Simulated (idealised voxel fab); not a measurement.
The following process module bears the name voxel spacer lines.
Cross-sectional view cut (width: 220 nm; square cell size: 5 nm).
Format of a cross-section: grid, square cells. Given as bands. Order: top down. Band: one or more rows of cells.
Per band: top height and bottom height in nm, followed by the left-to-right materials and their widths in nm; "edge to edge" marks a single material spanning edge to edge, "air" marks empty space.
Heights are measured from 0, the level below which the as-received wafer is all one material; the lowest band has no bottom and continues downward, written as in "0 nm and below".
Width "30..40": first value at the band's top row of cells, second value at its bottom row, equal change from row to row.
Where a step carries "no alteration", the cross-section came out of it unchanged, cell for cell.
If an empty space has no open way to the top and is at least 8 cells in size, "Sealed void list" lists it, written width x height at distance, where distance is measured from the left edge and every value is in nm.
That trailing text on a step's line, after the settings, is the simulator's own remark on the step.
For masked steps, "overlay nm" on the step line gives how far right of plan the mask actually lay; a minus sign means it lay to the left.
SO HERE'S THE LINEUP OF PROCESS STEPS WE PLANNED
1,RECEIVE: material Si
2,CONFORMAL_DEP: material Al2O3, thk nm 5
3,DIRECTIONAL_DEP: material W, thk nm 10
4,DIRECTIONAL_DEP: material aC, thk nm 20
5,PATTERN: tone cover, mask id MANDREL, material resist, width nm 15, pitch nm 60, thk nm 30, overlay nm 0
6,DIRECTIONAL_ETCH: etch materials aC, depth nm 20
7,STRIP: etch materials resist
8,CONFORMAL_DEP: material SiO2, thk nm 15
9,DIRECTIONAL_ETCH: etch materials SiO2, depth nm 15
10,STRIP: etch materials aC
11,DIRECTIONAL_ETCH: etch materials W, depth nm 10
12,STRIP: etch materials SiO2
13,FILL_DEP: material SiO2, thk nm 10
14,CMP: height nm 15
AS-RECEIVED STATE OF THE WAFER IN CROSS-SECTION, EQUIVALENT TO POST-STEP 1
> 0 nm and below | Si edge to edge
> Sealed void list: none
WHAT THE WAFER LOOKS LIKE IN CROSS-SECTION AFTER THIS MODULE, WHEN IT STARTS AS SHOWN ABOVE AND FOLLOWS THE PLAN ABOVE BUT ONE MISTAKE IS MADE IN RUNNING IT
> 15 nm to 5 nm | 65 nm SiO2; 5 nm W; 15 nm SiO2; 5 nm W; 35 nm SiO2; 5 nm W; 15 nm SiO2; 5 nm W; 70 nm SiO2
> 5 nm to 0 nm | Al2O3 edge to edge
> 0 nm and below | Si edge to edge
> Sealed void list: none
Diagnosis: so step 8 ended up running with a different setting than we planned, it ran as CONFORMAL_DEP: material SiO2, thk nm 5
